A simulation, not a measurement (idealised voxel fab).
Title: Process Module voxel spacer lines
Section cut is 175 nm wide and gridded with 5 nm square cells.
Cross-section spec: square-cell grid; bands listed top down; each band is one or more rows.
Per band: top height and bottom height in nm, followed by the left-to-right materials and their widths in nm; "all across" marks a single material spanning edge to edge, "air" marks empty space.
Heights are reckoned from 0. Under this level, the received wafer is all of one material. The bottommost band is open-ended downward, for example "top 0, no bottom".
You'd read "30..40" like this: the band's top row of cells is as wide as the first number, its bottom row is as wide as the second, and going down, every row changes width by the same amount as the row before did.
Basically "nothing different" means that step didn't change any cell in the cross-section.
Any empty space of 8 cells or more lacking an open way to the top shows up in "Sealed voids" as width x height at distance, distance from the left edge, in nm.
On each step's line, the part that comes after the settings is the simulator's own comment on the step.
Regarding "overlay nm": on a step with a mask, it is the distance the mask lay to the right of its planned place; a negative value places it to the left.

## Process steps foreseen in the plan
- 1: RECEIVE,material Si
- 2: CONFORMAL_DEP,material Al2O3,thk nm 10
- 3: DIRECTIONAL_DEP,material TiN,thk nm 15
- 4: DIRECTIONAL_DEP,material polySi,thk nm 25
- 5: PATTERN,tone cover,mask id MANDREL,material resist,width nm 25,pitch nm 70,thk nm 30,overlay nm 0
- 6: DIRECTIONAL_ETCH,etch materials polySi,depth nm 25
- 7: STRIP,etch materials resist
- 8: CONFORMAL_DEP,material SiN,thk nm 10
- 9: DIRECTIONAL_ETCH,etch materials SiN,depth nm 10
- 10: STRIP,etch materials polySi
- 11: DIRECTIONAL_ETCH,etch materials TiN,depth nm 15
- 12: STRIP,etch materials SiN

## Delivered wafer in cross-section: state after step 1
	top 0, no bottom | Si all across
	Sealed voids: none

## First of two wafers at the end of the module, shown in cross-section; run carried out as planned
	top 25, bottom 10 | 30 air, then 10 TiN, then 25 air, then 10 TiN, then 25 air, then 10 TiN, then 25 air, then 10 TiN, then 30 air
	top 10, bottom 0 | Al2O3 all across
	top 0, no bottom | Si all across
	Sealed voids: none

## Cross-sectional image of the second wafer of the two following completion of the module. Starting state and process plan were the same as for the first wafer; one execution error occurred
	top 40, bottom 25 | 30 air, then 10 TiN, then 25 air, then 10 TiN, then 25 air, then 10 TiN, then 25 air, then 10 TiN, then 30 air
	top 25, bottom 10 | TiN all across
	top 10, bottom 0 | Al2O3 all across
	top 0, no bottom | Si all across
	Sealed voids: none
Which mistake was made when the wafer was run? heads up, step 3 of the plan got done twice
Final difference in cells, second wafer against first, listed per material as more or fewer: 105 more of TiN
